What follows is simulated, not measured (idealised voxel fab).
process module | voxel wiring stack
cross-section cut | 235 nm wide | cells 5 nm
A cross-section is a grid of square cells, given in bands from the top down. A band is one or more rows of cells.
Each band's line starts with the height of the band's top and of its bottom, in nm. Then come its materials from left to right, each with its width in nm. One material with "throughout" fills the band from edge to edge. "air" is empty space.
Height 0 is the level under which the wafer as received is all one material. The lowest band goes on downwards, as in "0 down".
A width such as "30 to 40" changes by the same amount from each row of cells to the next, from the band's top row to its bottom row.
"no change" after a step means that no cell of the cross-section changed.
closed voids: empty space of 8 cells or more with no open way to the top, each as width x height at its distance from the left edge, in nm
after a step's settings: what the simulator itself notes on the step
overlay nm, on a step with a mask: how far to the right of its planned place the mask lay; to the left if negative
plan
1 op RECEIVE | material Si
2 op CONFORMAL_DEP | material SiO2 | thk nm 10
3 op DIRECTIONAL_DEP | material TiN | thk nm 5
4 op DIRECTIONAL_DEP | material W | thk nm 20
5 op PATTERN | tone cover | mask id METAL_1 | material resist | width nm 20 | pitch nm 40 | thk nm 20 | overlay nm -15
6 op DIRECTIONAL_ETCH | etch materials W | depth nm 20
7 op DIRECTIONAL_ETCH | etch materials TiN | depth nm 5
8 op STRIP | etch materials resist
9 op FILL_DEP | material lowk | thk nm 5
10 op CMP | height nm 35
11 op CONFORMAL_DEP | material SiCN | thk nm 5
12 op DIRECTIONAL_DEP | material lowk | thk nm 30
13 op PATTERN | tone open | mask id METAL_2 | material resist | width nm 20 | pitch nm 40 | thk nm 20 | overlay nm 0
14 op DIRECTIONAL_ETCH | etch materials lowk | depth nm 20
15 op STRIP | etch materials resist
16 op MASKED_ETCH | tone open | mask id METAL_2_HOLES | width nm 15 | etch materials lowk | depth nm 10 | overlay nm 0
17 op MASKED_ETCH | tone open | mask id METAL_2_HOLES | width nm 15 | etch materials SiCN | depth nm 5 | overlay nm 0
18 op CONFORMAL_DEP | material TiN | thk nm 5
19 op FILL_DEP | material Cu | thk nm 5
20 op CMP | height nm 70
21 op CONFORMAL_DEP | material SiCN | thk nm 5
22 op DIRECTIONAL_DEP | material lowk | thk nm 35
23 op DIRECTIONAL_DEP | material aC | thk nm 10
24 op PATTERN | tone open | mask id METAL_3 | material resist | width nm 20 | pitch nm 40 | thk nm 30 | overlay nm 0
25 op DIRECTIONAL_ETCH | etch materials aC | depth nm 10
26 op STRIP | etch materials resist
27 op DIRECTIONAL_ETCH | etch materials lowk | depth nm 20
28 op STRIP | etch materials aC
29 op DIRECTIONAL_DEP | material aC | thk nm 15
30 op PATTERN | tone open | mask id METAL_3_HOLES | material resist | width nm 15 | thk nm 35 | overlay nm 0
31 op DIRECTIONAL_ETCH | etch materials aC | depth nm 15
32 op STRIP | etch materials resist
33 op DIRECTIONAL_ETCH | etch materials lowk | depth nm 15
34 op DIRECTIONAL_ETCH | etch materials SiCN | depth nm 5
35 op STRIP | etch materials aC
36 op CONFORMAL_DEP | material TiN | thk nm 5
37 op FILL_DEP | material Cu | thk nm 5
38 op CMP | height nm 110
39 op CONFORMAL_DEP | material SiCN | thk nm 5
40 op DIRECTIONAL_DEP | material lowk | thk nm 10
41 op MASKED_ETCH | tone open | mask id PLUG_3 | width nm 15 | pitch nm 40 | etch materials lowk | depth nm 10 | overlay nm 0
42 op MASKED_ETCH | tone open | mask id PLUG_3 | width nm 15 | pitch nm 40 | etch materials SiCN | depth nm 5 | overlay nm 0
43 op EPI | material Ru | thk nm 10
44 op EPI | material Ru | thk nm 5
45 op CONFORMAL_DEP | material SiN | thk nm 5
46 op DIRECTIONAL_DEP | material lowk | thk nm 20
47 op MASKED_ETCH | tone open | mask id METAL_4 | width nm 20 | pitch nm 40 | etch materials lowk | depth nm 20 | overlay nm 0
48 op MASKED_ETCH | tone open | mask id METAL_4 | width nm 20 | pitch nm 40 | etch materials SiN | depth nm 5 | overlay nm 0
49 op CONFORMAL_DEP | material TiN | thk nm 5
50 op FILL_DEP | material Ru | thk nm 5
51 op CMP | height nm 150
52 op EPI | material Ru | thk nm 5
53 op FILL_DEP | material SiCN | thk nm 5
varied across the wafers: overlay nm of step 5. The plan shows the first wafer's value. All wafers start alike
first wafer as received, after step 1
  0 down: Si throughout
  closed voids: none
each wafer at the end: cells of each material gained (+) or lost (-) since it was received, then its closed voids
overlay nm -15 | +31 Cu | +46 Ru | +211 SiCN | +39 SiN | +94 SiO2 | +86 TiN | +32 W | +965 lowk | closed voids: none
overlay nm -10 | +31 Cu | +46 Ru | +211 SiCN | +39 SiN | +94 SiO2 | +86 TiN | +32 W | +965 lowk | closed voids: none
overlay nm -5 | +31 Cu | +46 Ru | +211 SiCN | +39 SiN | +94 SiO2 | +86 TiN | +32 W | +965 lowk | closed voids: none
overlay nm 0 | +31 Cu | +46 Ru | +211 SiCN | +39 SiN | +94 SiO2 | +86 TiN | +32 W | +965 lowk | closed voids: none
overlay nm 5 | +31 Cu | +46 Ru | +211 SiCN | +39 SiN | +94 SiO2 | +86 TiN | +32 W | +965 lowk | closed voids: none
overlay nm 10 | +31 Cu | +46 Ru | +211 SiCN | +39 SiN | +94 SiO2 | +86 TiN | +32 W | +965 lowk | closed voids: none
overlay nm 15 | +31 Cu | +46 Ru | +211 SiCN | +39 SiN | +94 SiO2 | +86 TiN | +32 W | +965 lowk | closed voids: none
